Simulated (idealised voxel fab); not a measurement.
Process module under the name voxel self aligned contacts
FYI the section here is cut, 205 nm wide, cells are 5 nm squares.
Cross-section spec: square-cell grid; bands listed top down; each band is one or more rows.
Quick guide to a band line: top height, bottom height (nm) up front; then every material left to right with its width in nm. Only one material and it's marked "edge to edge"? Then it fills the band edge to edge. And "air" just means empty space.
Zero point of the height axis is 0; under it, received wafer = one material. Lowest band: continues down indefinitely, "top 0, no bottom".
Width: "30..40" (first number = top row, second number = bottom row, same change from row to row of cells).
Step marked "all unchanged"? Then no cell in the cross-section changed in it.
"Enclosed internal cavities" means: voids of 8 cells or more that are shut off from the top with no open way through. Written width x height at distance, distance from the left edge, in nm.
Text after the settings on a step's line: the simulator's own remark on that step.
overlay nm: mask offset rightward from planned place, masked step; negative means leftward offset.

Listed below are the process steps as planned
| 1 | RECEIVE | material Si |
| 2 | OXIDIZE | depth nm 5 |
| 3 | DIRECTIONAL_DEP | material polySi | thk nm 30 |
| 4 | DIRECTIONAL_DEP | material SiN | thk nm 20 |
| 5 | PATTERN | tone cover | mask id GATE | material resist | width nm 35 | pitch nm 65 | thk nm 20 | overlay nm 0 |
| 6 | DIRECTIONAL_ETCH | etch materials SiN | depth nm 20 |
| 7 | DIRECTIONAL_ETCH | etch materials polySi | depth nm 30 |
| 8 | STRIP | etch materials resist |
| 9 | CONFORMAL_DEP | material SiN | thk nm 5 |
| 10 | DIRECTIONAL_ETCH | etch materials SiN | depth nm 5 |
| 11 | FILL_DEP | material SiO2 | thk nm 15 |
| 12 | CMP | height nm 55 |
| 13 | MASKED_ETCH | tone open | mask id CONTACT | width nm 50 | pitch nm 65 | etch materials SiO2 | depth nm 60 | overlay nm 0 |
| 14 | CONFORMAL_DEP | material TiN | thk nm 5 |
| 15 | FILL_DEP | material W | thk nm 5 |
| 16 | CMP | height nm 55 |
| 17 | CONFORMAL_DEP | material SiCN | thk nm 5 |

First wafer, as planned

The cross-section here shows the wafer as received, i.e. in its state after step 1
* top 0, no bottom  Si edge to edge
* Enclosed internal cavities: none

After step 2, in cross-section
* top 0, bottom -5  SiO2 edge to edge
* Below a height of -5, the structure has not been altered.

After step 3, in cross-section
* top 30, bottom 0  polySi edge to edge
* Below a height of 0, the structure has not been altered.

After step 4, in cross-section
* top 50, bottom 30  SiN edge to edge
* Below a height of 30, the structure has not been altered.

After step 5, in cross-section
* top 70, bottom 50  20 air | 35 resist | 30 air | 35 resist | 30 air | 35 resist | 20 air
* Below a height of 50, the structure has not been altered.

After step 6, in cross-section
* top 70, bottom 50  20 air | 35 resist | 30 air | 35 resist | 30 air | 35 resist | 20 air
* top 50, bottom 30  20 air | 35 SiN | 30 air | 35 SiN | 30 air | 35 SiN | 20 air
* Below a height of 30, the structure has not been altered.

After step 7, in cross-section
* top 70, bottom 50  20 air | 35 resist | 30 air | 35 resist | 30 air | 35 resist | 20 air
* top 50, bottom 30  20 air | 35 SiN | 30 air | 35 SiN | 30 air | 35 SiN | 20 air
* top 30, bottom 0  20 air | 35 polySi | 30 air | 35 polySi | 30 air | 35 polySi | 20 air
* Below a height of 0, the structure has not been altered.

After step 8, in cross-section
* top 50, bottom 30  20 air | 35 SiN | 30 air | 35 SiN | 30 air | 35 SiN | 20 air
* Below a height of 30, the structure has not been altered.

After step 9, in cross-section
* top 55, bottom 30  15 air | 45 SiN | 20 air | 45 SiN | 20 air | 45 SiN | 15 air
* top 30, bottom 5  15 air | 5 SiN | 35 polySi | 5 SiN | 20 air | 5 SiN | 35 polySi | 5 SiN | 20 air | 5 SiN | 35 polySi | 5 SiN | 15 air
* top 5, bottom 0  20 SiN | 35 polySi | 30 SiN | 35 polySi | 30 SiN | 35 polySi | 20 SiN
* Below a height of 0, the structure has not been altered.

After step 10, in cross-section
* top 50, bottom 30  15 air | 45 SiN | 20 air | 45 SiN | 20 air | 45 SiN | 15 air
* top 30, bottom 0  15 air | 5 SiN | 35 polySi | 5 SiN | 20 air | 5 SiN | 35 polySi | 5 SiN | 20 air | 5 SiN | 35 polySi | 5 SiN | 15 air
* Below a height of 0, the structure has not been altered.

After step 11, in cross-section
* top 65, bottom 50  SiO2 edge to edge
* top 50, bottom 30  15 SiO2 | 45 SiN | 20 SiO2 | 45 SiN | 20 SiO2 | 45 SiN | 15 SiO2
* top 30, bottom 0  15 SiO2 | 5 SiN | 35 polySi | 5 SiN | 20 SiO2 | 5 SiN | 35 polySi | 5 SiN | 20 SiO2 | 5 SiN | 35 polySi | 5 SiN | 15 SiO2
* Below a height of 0, the structure has not been altered.

After step 12, in cross-section
* top 55, bottom 50  SiO2 edge to edge
* Below a height of 50, the structure has not been altered.

After step 13, in cross-section
* top 55, bottom 50  45 SiO2 | 50 air | 15 SiO2 | 50 air | 45 SiO2
* top 50, bottom 30  15 SiO2 | 45 SiN | 20 air | 45 SiN | 20 air | 45 SiN | 15 SiO2
* top 30, bottom 0  15 SiO2 | 5 SiN | 35 polySi | 5 SiN | 20 air | 5 SiN | 35 polySi | 5 SiN | 20 air | 5 SiN | 35 polySi | 5 SiN | 15 SiO2
* top 0, bottom -5  60 SiO2 | 20 air | 45 SiO2 | 20 air | 60 SiO2
* Below a height of -5, the structure has not been altered.

After step 14, in cross-section
* top 60, bottom 55  50 TiN | 40 air | 25 TiN | 40 air | 50 TiN
* top 55, bottom 50  45 SiO2 | 20 TiN | 10 air | 20 TiN | 15 SiO2 | 20 TiN | 10 air | 20 TiN | 45 SiO2
* top 50, bottom 30  15 SiO2 | 45 SiN | 5 TiN | 10 air | 5 TiN | 45 SiN | 5 TiN | 10 air | 5 TiN | 45 SiN | 15 SiO2
* top 30, bottom 0  15 SiO2 | 5 SiN | 35 polySi | 5 SiN | 5 TiN | 10 air | 5 TiN | 5 SiN | 35 polySi | 5 SiN | 5 TiN | 10 air | 5 TiN | 5 SiN | 35 polySi | 5 SiN | 15 SiO2
* top 0, bottom -5  60 SiO2 | 20 TiN | 45 SiO2 | 20 TiN | 60 SiO2
* Below a height of -5, the structure has not been altered.

After step 15, in cross-section
* top 65, bottom 60  W edge to edge
* top 60, bottom 55  50 TiN | 40 W | 25 TiN | 40 W | 50 TiN
* top 55, bottom 50  45 SiO2 | 20 TiN | 10 W | 20 TiN | 15 SiO2 | 20 TiN | 10 W | 20 TiN | 45 SiO2
* top 50, bottom 30  15 SiO2 | 45 SiN | 5 TiN | 10 W | 5 TiN | 45 SiN | 5 TiN | 10 W | 5 TiN | 45 SiN | 15 SiO2
* top 30, bottom 0  15 SiO2 | 5 SiN | 35 polySi | 5 SiN | 5 TiN | 10 W | 5 TiN | 5 SiN | 35 polySi | 5 SiN | 5 TiN | 10 W | 5 TiN | 5 SiN | 35 polySi | 5 SiN | 15 SiO2
* Below a height of 0, the structure has not been altered.

After step 16, in cross-section
* top 55, bottom 50  45 SiO2 | 20 TiN | 10 W | 20 TiN | 15 SiO2 | 20 TiN | 10 W | 20 TiN | 45 SiO2
* Below a height of 50, the structure has not been altered.

After step 17, in cross-section
* top 60, bottom 55  SiCN edge to edge
* Below a height of 55, the structure has not been altered.

Notes, second wafer: start = first wafer's, plan = first wafer's, execution had one mistake; history identical to first through step 2

Second wafer profile in section, at the moment step 3 of the plan was meant to be complete
* top 25, bottom 0  polySi edge to edge
* Below a height of 0, the structure has not been altered.

Second wafer profile in section, at the moment step 4 of the plan was meant to be complete
* top 45, bottom 25  SiN edge to edge
* Below a height of 25, the structure has not been altered.

Second wafer profile in section, at the moment step 5 of the plan was meant to be complete
* top 65, bottom 45  20 air | 35 resist | 30 air | 35 resist | 30 air | 35 resist | 20 air
* Below a height of 45, the structure has not been altered.

Second wafer profile in section, at the moment step 6 of the plan was meant to be complete
* top 65, bottom 45  20 air | 35 resist | 30 air | 35 resist | 30 air | 35 resist | 20 air
* top 45, bottom 25  20 air | 35 SiN | 30 air | 35 SiN | 30 air | 35 SiN | 20 air
* Below a height of 25, the structure has not been altered.

Second wafer profile in section, at the moment step 7 of the plan was meant to be complete
* top 65, bottom 45  20 air | 35 resist | 30 air | 35 resist | 30 air | 35 resist | 20 air
* top 45, bottom 25  20 air | 35 SiN | 30 air | 35 SiN | 30 air | 35 SiN | 20 air
* top 25, bottom 0  20 air | 35 polySi | 30 air | 35 polySi | 30 air | 35 polySi | 20 air
* Below a height of 0, the structure has not been altered.

Second wafer profile in section, at the moment step 8 of the plan was meant to be complete
* top 45, bottom 25  20 air | 35 SiN | 30 air | 35 SiN | 30 air | 35 SiN | 20 air
* Below a height of 25, the structure has not been altered.

Second wafer profile in section, at the moment step 9 of the plan was meant to be complete
* top 50, bottom 25  15 air | 45 SiN | 20 air | 45 SiN | 20 air | 45 SiN | 15 air
* top 25, bottom 5  15 air | 5 SiN | 35 polySi | 5 SiN | 20 air | 5 SiN | 35 polySi | 5 SiN | 20 air | 5 SiN | 35 polySi | 5 SiN | 15 air
* top 5, bottom 0  20 SiN | 35 polySi | 30 SiN | 35 polySi | 30 SiN | 35 polySi | 20 SiN
* Below a height of 0, the structure has not been altered.

Second wafer profile in section, at the moment step 10 of the plan was meant to be complete
* top 45, bottom 25  15 air | 45 SiN | 20 air | 45 SiN | 20 air | 45 SiN | 15 air
* top 25, bottom 0  15 air | 5 SiN | 35 polySi | 5 SiN | 20 air | 5 SiN | 35 polySi | 5 SiN | 20 air | 5 SiN | 35 polySi | 5 SiN | 15 air
* Below a height of 0, the structure has not been altered.

Second wafer profile in section, at the moment step 11 of the plan was meant to be complete
* top 60, bottom 45  SiO2 edge to edge
* top 45, bottom 25  15 SiO2 | 45 SiN | 20 SiO2 | 45 SiN | 20 SiO2 | 45 SiN | 15 SiO2
* top 25, bottom 0  15 SiO2 | 5 SiN | 35 polySi | 5 SiN | 20 SiO2 | 5 SiN | 35 polySi | 5 SiN | 20 SiO2 | 5 SiN | 35 polySi | 5 SiN | 15 SiO2
* Below a height of 0, the structure has not been altered.

Second wafer profile in section, at the moment step 12 of the plan was meant to be complete
* top 55, bottom 45  SiO2 edge to edge
* Below a height of 45, the structure has not been altered.

Second wafer profile in section, at the moment step 13 of the plan was meant to be complete
* top 55, bottom 45  45 SiO2 | 50 air | 15 SiO2 | 50 air | 45 SiO2
* top 45, bottom 25  15 SiO2 | 45 SiN | 20 air | 45 SiN | 20 air | 45 SiN | 15 SiO2
* top 25, bottom 0  15 SiO2 | 5 SiN | 35 polySi | 5 SiN | 20 air | 5 SiN | 35 polySi | 5 SiN | 20 air | 5 SiN | 35 polySi | 5 SiN | 15 SiO2
* top 0, bottom -5  60 SiO2 | 20 air | 45 SiO2 | 20 air | 60 SiO2
* Below a height of -5, the structure has not been altered.

Second wafer profile in section, at the moment step 14 of the plan was meant to be complete
* top 60, bottom 55  50 TiN | 40 air | 25 TiN | 40 air | 50 TiN
* top 55, bottom 45  45 SiO2 | 5..20 TiN | 40..10 air | 5..20 TiN | 15 SiO2 | 5..20 TiN | 40..10 air | 5..20 TiN | 45 SiO2
* top 45, bottom 25  15 SiO2 | 45 SiN | 5 TiN | 10 air | 5 TiN | 45 SiN | 5 TiN | 10 air | 5 TiN | 45 SiN | 15 SiO2
* top 25, bottom 0  15 SiO2 | 5 SiN | 35 polySi | 5 SiN | 5 TiN | 10 air | 5 TiN | 5 SiN | 35 polySi | 5 SiN | 5 TiN | 10 air | 5 TiN | 5 SiN | 35 polySi | 5 SiN | 15 SiO2
* top 0, bottom -5  60 SiO2 | 20 TiN | 45 SiO2 | 20 TiN | 60 SiO2
* Below a height of -5, the structure has not been altered.

Second wafer profile in section, at the moment step 15 of the plan was meant to be complete
* top 65, bottom 60  W edge to edge
* top 60, bottom 55  50 TiN | 40 W | 25 TiN | 40 W | 50 TiN
* top 55, bottom 45  45 SiO2 | 5..20 TiN | 40..10 W | 5..20 TiN | 15 SiO2 | 5..20 TiN | 40..10 W | 5..20 TiN | 45 SiO2
* top 45, bottom 25  15 SiO2 | 45 SiN | 5 TiN | 10 W | 5 TiN | 45 SiN | 5 TiN | 10 W | 5 TiN | 45 SiN | 15 SiO2
* top 25, bottom 0  15 SiO2 | 5 SiN | 35 polySi | 5 SiN | 5 TiN | 10 W | 5 TiN | 5 SiN | 35 polySi | 5 SiN | 5 TiN | 10 W | 5 TiN | 5 SiN | 35 polySi | 5 SiN | 15 SiO2
* Below a height of 0, the structure has not been altered.

Second wafer profile in section, at the moment step 16 of the plan was meant to be complete
* top 55, bottom 45  45 SiO2 | 5..20 TiN | 40..10 W | 5..20 TiN | 15 SiO2 | 5..20 TiN | 40..10 W | 5..20 TiN | 45 SiO2
* Below a height of 45, the structure has not been altered.

Second wafer profile in section, at the moment step 17 of the plan was meant to be complete
* top 60, bottom 55  SiCN edge to edge
* Below a height of 55, the structure has not been altered.
The mistake made against the process plan was this: step 3, actual vs plan mismatch, actual run DIRECTIONAL_DEP | material polySi | thk nm 25
FYI, end of process, the second wafer has more or fewer cells of some materials than the first: SiN: 6 fewer | SiO2: 15 more | W: 12 more | polySi: 21 fewer
